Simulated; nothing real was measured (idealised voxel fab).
Herein follows the process module entitled voxel self aligned contacts.
Cross-section cut spans 205 nm and uses square cells 5 nm in size.
A cross-section is a grid of square cells, given in bands from the top down. A band is one or more rows of cells.
Quick guide to a band line: top height, bottom height (nm) up front; then every material left to right with its width in nm. Only one material and it's marked "edge to edge"? Then it fills the band edge to edge. And "air" just means empty space.
Where do heights start? At 0: under that level the wafer as delivered is made of one material only. And the lowest band has no floor; it just carries on downward, as in "z 0 and below".
With a width like "30 to 40", each row of cells in the band differs from the next by the same amount, the top row carrying the first number and the bottom row the second.
Where the words "nothing different" appear for a step, the cross-section shows no cell changed by that step; every cell remained as before.
"Enclosed void listing" enumerates empty spaces isolated from the top, with no open way to it, that contain at least 8 cells, giving each as width x height at distance from the left edge, all three in nm.
If you see something after the settings on a step's line, that's the simulator's own remark about that step.
The optional step-line setting "overlay nm" applies to steps with a mask and quantifies how far to the right of its planned location the mask lay, a negative value indicating leftward placement.
# Process steps - plan
step 1: RECEIVE with material Si
step 2: OXIDIZE with depth nm 5
step 3: DIRECTIONAL_DEP with material polySi, thk nm 20
step 4: DIRECTIONAL_DEP with material SiN, thk nm 25
step 5: MASKED_ETCH with tone cover, mask id GATE, width nm 30, pitch nm 65, etch materials SiN, depth nm 25, overlay nm 0
step 6: MASKED_ETCH with tone cover, mask id GATE, width nm 30, pitch nm 65, etch materials polySi, depth nm 20, overlay nm 0
step 7: CONFORMAL_DEP with material SiN, thk nm 10
step 8: DIRECTIONAL_ETCH with etch materials SiN, depth nm 10
step 9: FILL_DEP with material SiO2, thk nm 20
step 10: CMP with height nm 55
step 11: DIRECTIONAL_DEP with material aC, thk nm 15
step 12: PATTERN with tone open, mask id CONTACT, material resist, width nm 45, thk nm 30, overlay nm 0
step 13: DIRECTIONAL_ETCH with etch materials aC, depth nm 15
step 14: STRIP with etch materials resist
step 15: DIRECTIONAL_ETCH with etch materials SiO2, depth nm 60
step 16: STRIP with etch materials aC
step 17: CONFORMAL_DEP with material TiN, thk nm 5
step 18: FILL_DEP with material Ru, thk nm 5
step 19: CMP with height nm 55
step 20: CONFORMAL_DEP with material SiCN, thk nm 5
# The first wafer of two, processed as planned
# Step 1 complete: cross-section of the wafer as received
	z 0 and below: Si edge to edge
	Enclosed void listing: none
# Wafer section view after processing step 2
	z 0 to -5: SiO2 edge to edge
	Under -5: no change, same as before.
# Wafer section view after processing step 3
	z 20 to 0: polySi edge to edge
	Under 0: no change, same as before.
# Wafer section view after processing step 4
	z 45 to 20: SiN edge to edge
	Under 20: no change, same as before.
# Wafer section view after processing step 5
	z 45 to 20: air=55  SiN=30  air=35  SiN=30  air=55
	Under 20: no change, same as before.
# Wafer section view after processing step 6
	z 45 to 20: air=55  SiN=30  air=35  SiN=30  air=55
	z 20 to 0: air=55  polySi=30  air=35  polySi=30  air=55
	Under 0: no change, same as before.
# Wafer section view after processing step 7
	z 55 to 20: air=45  SiN=50  air=15  SiN=50  air=45
	z 20 to 10: air=45  SiN=10  polySi=30  SiN=10  air=15  SiN=10  polySi=30  SiN=10  air=45
	z 10 to 0: SiN=55  polySi=30  SiN=35  polySi=30  SiN=55
	Under 0: no change, same as before.
# Wafer section view after processing step 8
	z 45 to 20: air=45  SiN=50  air=15  SiN=50  air=45
	z 20 to 0: air=45  SiN=10  polySi=30  SiN=10  air=15  SiN=10  polySi=30  SiN=10  air=45
	Under 0: no change, same as before.
# Wafer section view after processing step 9
	z 65 to 45: SiO2 edge to edge
	z 45 to 20: SiO2=45  SiN=50  SiO2=15  SiN=50  SiO2=45
	z 20 to 0: SiO2=45  SiN=10  polySi=30  SiN=10  SiO2=15  SiN=10  polySi=30  SiN=10  SiO2=45
	Under 0: no change, same as before.
# Wafer section view after processing step 10
	z 55 to 45: SiO2 edge to edge
	Under 45: no change, same as before.
# Wafer section view after processing step 11
	z 70 to 55: aC edge to edge
	Under 55: no change, same as before.
# Wafer section view after processing step 12
	z 100 to 70: resist=80  air=45  resist=80
	Under 70: no change, same as before.
# Wafer section view after processing step 13
	z 85 to 70: resist=80  air=45  resist=80
	z 70 to 55: aC=80  air=45  aC=80
	Under 55: no change, same as before.
# Wafer section view after processing step 14
	z 70 to 55: aC=80  air=45  aC=80
	Under 55: no change, same as before.
# Wafer section view after processing step 15
	z 70 to 55: aC=80  air=45  aC=80
	z 55 to 45: SiO2=80  air=45  SiO2=80
	z 45 to 20: SiO2=45  SiN=50  air=15  SiN=50  SiO2=45
	z 20 to 0: SiO2=45  SiN=10  polySi=30  SiN=10  air=15  SiN=10  polySi=30  SiN=10  SiO2=45
	z 0 to -5: SiO2=95  air=15  SiO2=95
	Under -5: no change, same as before.
# Wafer section view after processing step 16
	z 55 to 45: SiO2=80  air=45  SiO2=80
	Under 45: no change, same as before.
# Wafer section view after processing step 17
	z 60 to 55: TiN=85  air=35  TiN=85
	z 55 to 45: SiO2=80  TiN=5 to 20  air=35 to 5  TiN=5 to 20  SiO2=80
	z 45 to 20: SiO2=45  SiN=50  TiN=5  air=5  TiN=5  SiN=50  SiO2=45
	z 20 to 0: SiO2=45  SiN=10  polySi=30  SiN=10  TiN=5  air=5  TiN=5  SiN=10  polySi=30  SiN=10  SiO2=45
	z 0 to -5: SiO2=95  TiN=15  SiO2=95
	Under -5: no change, same as before.
# Wafer section view after processing step 18
	z 65 to 60: Ru edge to edge
	z 60 to 55: TiN=85  Ru=35  TiN=85
	z 55 to 45: SiO2=80  TiN=5 to 20  Ru=35 to 5  TiN=5 to 20  SiO2=80
	z 45 to 20: SiO2=45  SiN=50  TiN=5  Ru=5  TiN=5  SiN=50  SiO2=45
	z 20 to 0: SiO2=45  SiN=10  polySi=30  SiN=10  TiN=5  Ru=5  TiN=5  SiN=10  polySi=30  SiN=10  SiO2=45
	Under 0: no change, same as before.
# Wafer section view after processing step 19
	z 55 to 45: SiO2=80  TiN=5 to 20  Ru=35 to 5  TiN=5 to 20  SiO2=80
	Under 45: no change, same as before.
# Wafer section view after processing step 20
	z 60 to 55: SiCN edge to edge
	Under 55: no change, same as before.
# It is to be noted that the second wafer proceeded from the same initial state and according to the same plan as the first, although one mistake was committed in its execution; through step 3, inclusive, the two wafers share an identical history
# The second wafer in cross-section, at the planned close of step 4
	z 45 to 20: SiO2 edge to edge
	Under 20: no change, same as before.
The second wafer in cross-section, at the planned close of step 5: nothing different
The second wafer in cross-section, at the planned close of step 6: nothing different
# The second wafer in cross-section, at the planned close of step 7
	z 55 to 45: SiN edge to edge
	Under 45: no change, same as before.
# The second wafer in cross-section, at the planned close of step 8
	z 45 to 20: SiO2 edge to edge
	Under 20: no change, same as before.
# The second wafer in cross-section, at the planned close of step 9
	z 65 to 20: SiO2 edge to edge
	Under 20: no change, same as before.
# The second wafer in cross-section, at the planned close of step 10
	z 55 to 20: SiO2 edge to edge
	Under 20: no change, same as before.
# The second wafer in cross-section, at the planned close of step 11
	z 70 to 55: aC edge to edge
	Under 55: no change, same as before.
# The second wafer in cross-section, at the planned close of step 12
	z 100 to 70: resist=80  air=45  resist=80
	Under 70: no change, same as before.
# The second wafer in cross-section, at the planned close of step 13
	z 85 to 70: resist=80  air=45  resist=80
	z 70 to 55: aC=80  air=45  aC=80
	Under 55: no change, same as before.
# The second wafer in cross-section, at the planned close of step 14
	z 70 to 55: aC=80  air=45  aC=80
	Under 55: no change, same as before.
# The second wafer in cross-section, at the planned close of step 15
	z 70 to 55: aC=80  air=45  aC=80
	z 55 to 20: SiO2=80  air=45  SiO2=80
	Under 20: no change, same as before.
# The second wafer in cross-section, at the planned close of step 16
	z 55 to 20: SiO2=80  air=45  SiO2=80
	Under 20: no change, same as before.
# The second wafer in cross-section, at the planned close of step 17
	z 60 to 55: TiN=85  air=35  TiN=85
	z 55 to 25: SiO2=80  TiN=5  air=35  TiN=5  SiO2=80
	z 25 to 20: SiO2=80  TiN=45  SiO2=80
	Under 20: no change, same as before.
# The second wafer in cross-section, at the planned close of step 18
	z 65 to 60: Ru edge to edge
	z 60 to 55: TiN=85  Ru=35  TiN=85
	z 55 to 25: SiO2=80  TiN=5  Ru=35  TiN=5  SiO2=80
	Under 25: no change, same as before.
# The second wafer in cross-section, at the planned close of step 19
	z 55 to 25: SiO2=80  TiN=5  Ru=35  TiN=5  SiO2=80
	Under 25: no change, same as before.
# The second wafer in cross-section, at the planned close of step 20
	z 60 to 55: SiCN edge to edge
	Under 55: no change, same as before.
Processing error: step 4 went in with a setting other than planned; the actual run was DIRECTIONAL_DEP with material SiO2, thk nm 25
Final wafer comparison in cells, second versus first, more or fewer per material: 25 more of Ru, 132 fewer of SiN, 1 more of SiO2, 10 fewer of TiN, 116 more of polySi
